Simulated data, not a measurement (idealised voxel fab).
The process module presented herein is designated voxel self aligned contacts.
Square cell edge 5 nm, section width 295 nm, ID cut.
Cross-section layout: square cells on a grid; listed as bands, top to bottom; a band spans one or more cell rows. The band entry comprises the height of the band's top followed by the height of its bottom, expressed in nm, and subsequently the band's materials from left to right, each stated together with its width in nm. Where a single material is marked with the word "edge to edge", that material fills the band from edge to edge. The word "air" represents empty space. Heights are reckoned from 0. Under this level, the received wafer is all of one material. The bottommost band is open-ended downward, for example "0 and below". You'd read "30 to 40" like this: the band's top row of cells is as wide as the first number, its bottom row is as wide as the second, and going down, every row changes width by the same amount as the row before did. Take "nothing changed" at face value: in the step it is given for, the cross-section changed in none of its cells. In the "Unvented internal voids" entry, you get each enclosed empty space of 8 cells or more, one with no open way to the top, written width x height at distance, distance from the left edge, in nm. The remark found on a step's line after its settings is issued by the simulator itself and pertains to that step. A step line may carry the setting "overlay nm", which, for steps involving a mask, states the distance by which the mask lay to the right of its intended position; negative values denote displacement to the left.

Intended process steps:
1 RECEIVE: material Si
2 CONFORMAL_DEP: material SiO2, thk nm 5
3 DIRECTIONAL_DEP: material polySi, thk nm 30
4 DIRECTIONAL_DEP: material SiN, thk nm 25
5 MASKED_ETCH: tone cover, mask id GATE, width nm 30, pitch nm 75, etch materials SiN, depth nm 25, overlay nm 0
6 MASKED_ETCH: tone cover, mask id GATE, width nm 30, pitch nm 75, etch materials polySi, depth nm 30, overlay nm 0
7 CONFORMAL_DEP: material SiN, thk nm 10
8 DIRECTIONAL_ETCH: etch materials SiN, depth nm 10
9 FILL_DEP: material SiO2, thk nm 15
10 CMP: height nm 65
11 PATTERN: tone open, mask id CONTACT, material resist, width nm 55, pitch nm 75, thk nm 15, overlay nm 0
12 DIRECTIONAL_ETCH: etch materials SiO2, depth nm 65
13 STRIP: etch materials resist
14 CONFORMAL_DEP: material TiN, thk nm 5
15 FILL_DEP: material W, thk nm 10
16 CMP: height nm 65
17 CONFORMAL_DEP: material SiCN, thk nm 5

The cross-section here shows the wafer as received, i.e. in its state after step 1:
* 0 and below = Si edge to edge
* Unvented internal voids: none

First wafer of two, sectioned at end of module; run went per plan:
* 70 down to 65 = SiCN edge to edge
* 65 down to 60 = 80 SiO2; 20 TiN; 15 W; 20 TiN; 20 SiO2; 20 TiN; 15 W; 20 TiN; 85 SiO2
* 60 down to 35 = 45 SiO2; 50 SiN; 5 TiN; 15 W; 5 TiN; 50 SiN; 5 TiN; 15 W; 5 TiN; 50 SiN; 50 SiO2
* 35 down to 5 = 45 SiO2; 10 SiN; 30 polySi; 10 SiN; 5 TiN; 15 W; 5 TiN; 10 SiN; 30 polySi; 10 SiN; 5 TiN; 15 W; 5 TiN; 10 SiN; 30 polySi; 10 SiN; 50 SiO2
* 5 down to 0 = 95 SiO2; 25 TiN; 50 SiO2; 25 TiN; 100 SiO2
* 0 and below = Si edge to edge
* Unvented internal voids: none

Wafer two, sectioned after the module: the first wafer's start, the first wafer's plan, and one mistake in how it was run:
* 70 down to 65 = SiO2 edge to edge
* 65 down to 60 = 80 SiO2; 20 TiN; 15 W; 20 TiN; 20 SiO2; 20 TiN; 15 W; 20 TiN; 85 SiO2
* 60 down to 35 = 45 SiO2; 50 SiN; 5 TiN; 15 W; 5 TiN; 50 SiN; 5 TiN; 15 W; 5 TiN; 50 SiN; 50 SiO2
* 35 down to 5 = 45 SiO2; 10 SiN; 30 polySi; 10 SiN; 5 TiN; 15 W; 5 TiN; 10 SiN; 30 polySi; 10 SiN; 5 TiN; 15 W; 5 TiN; 10 SiN; 30 polySi; 10 SiN; 50 SiO2
* 5 down to 0 = 95 SiO2; 25 TiN; 50 SiO2; 25 TiN; 100 SiO2
* 0 and below = Si edge to edge
* Unvented internal voids: none
Plan not followed: step 17 was run on a setting that differed from the plan, and what really ran there is CONFORMAL_DEP: material SiO2, thk nm 5
Bottom line after processing is that, in cells, the second wafer is up or down on some materials versus the first: 59 fewer of SiCN; 59 more of SiO2
